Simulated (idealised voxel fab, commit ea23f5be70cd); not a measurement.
Title: Process Module voxel self aligned contacts
cross-section cut | 250 nm wide | cells 5 nm
Cross-section layout: square cells on a grid; listed as bands, top to bottom; a band spans one or more cell rows.
In this notation a band is specified by the heights of its top and bottom, in that order and in nm, after which its materials appear from left to right, each paired with its width in nm. The word "everywhere" attached to a single material means that material fills the band from edge to edge; the word "air" stands for empty space.
Height is counted from the level 0, under which the received wafer is composed throughout of one material. The lowest of the bands is not closed at the bottom but continues downward, in the notation "z 0 and below".
Note: "30->40" means the width goes from the first number (top row of the band) to the second number (bottom row) in equal steps per row of cells.
Take "nothing altered" at face value: in the step it is given for, the cross-section changed in none of its cells.
Basically, "Closed void inventory" tells you about the enclosed voids: empty spaces with no open way to the top, 8 cells or bigger, each written width x height at distance, where distance is from the left edge, all in nm.
What comes after the settings on a step's line is commentary from the simulator itself on that step.
overlay nm: mask offset rightward from planned place, masked step; negative means leftward offset.

Plan
1 RECEIVE: material Si
2 OXIDIZE: depth nm 5
3 DIRECTIONAL_DEP: material polySi, thk nm 25
4 DIRECTIONAL_DEP: material SiN, thk nm 15
5 PATTERN: tone cover, mask id GATE, material resist, width nm 35, pitch nm 60, thk nm 20, overlay nm 0
6 DIRECTIONAL_ETCH: etch materials SiN, depth nm 15
7 DIRECTIONAL_ETCH: etch materials polySi, depth nm 25
8 STRIP: etch materials resist
9 CONFORMAL_DEP: material SiN, thk nm 5
10 DIRECTIONAL_ETCH: etch materials SiN, depth nm 5
11 FILL_DEP: material SiO2, thk nm 20
12 CMP: height nm 50
13 DIRECTIONAL_DEP: material aC, thk nm 10
14 PATTERN: tone open, mask id CONTACT, material resist, width nm 45, thk nm 30, overlay nm 0
15 DIRECTIONAL_ETCH: etch materials aC, depth nm 10
16 STRIP: etch materials resist
17 DIRECTIONAL_ETCH: etch materials SiO2, depth nm 55
18 STRIP: etch materials aC
19 CONFORMAL_DEP: material TiN, thk nm 5
20 FILL_DEP: material W, thk nm 5
21 CMP: height nm 50
22 CONFORMAL_DEP: material SiN, thk nm 5

Cross-section, incoming material, after step 1
    z 0 and below: Si everywhere
    Closed void inventory: none

First of two wafers at the end of the module, shown in cross-section; run carried out as planned
    z 55 to 50: SiN everywhere
    z 50 to 40: SiO2 100 / TiN 5->20 / W 35->5 / TiN 5->20 / SiO2 105
    z 40 to 25: SiO2 70 / SiN 45 / TiN 5 / W 5 / TiN 5 / SiN 45 / SiO2 75
    z 25 to 0: SiO2 70 / SiN 5 / polySi 35 / SiN 5 / TiN 5 / W 5 / TiN 5 / SiN 5 / polySi 35 / SiN 5 / SiO2 75
    z 0 to -5: SiO2 115 / TiN 15 / SiO2 120
    z -5 and below: Si everywhere
    Closed void inventory: none

End of module, second wafer, cross-section. Started like the first, planned like the first, run with one mistake
    z 55 to 50: SiO2 everywhere
    z 50 to 40: SiO2 100 / TiN 5->20 / W 35->5 / TiN 5->20 / SiO2 105
    z 40 to 25: SiO2 70 / SiN 45 / TiN 5 / W 5 / TiN 5 / SiN 45 / SiO2 75
    z 25 to 0: SiO2 70 / SiN 5 / polySi 35 / SiN 5 / TiN 5 / W 5 / TiN 5 / SiN 5 / polySi 35 / SiN 5 / SiO2 75
    z 0 to -5: SiO2 115 / TiN 15 / SiO2 120
    z -5 and below: Si everywhere
    Closed void inventory: none
Plan not followed: step 22 went in with a setting other than planned; the actual run was CONFORMAL_DEP: material SiO2, thk nm 5
Wafer comparison, final, in cells, second relative to first, materials more or fewer: -50 SiN; +50 SiO2
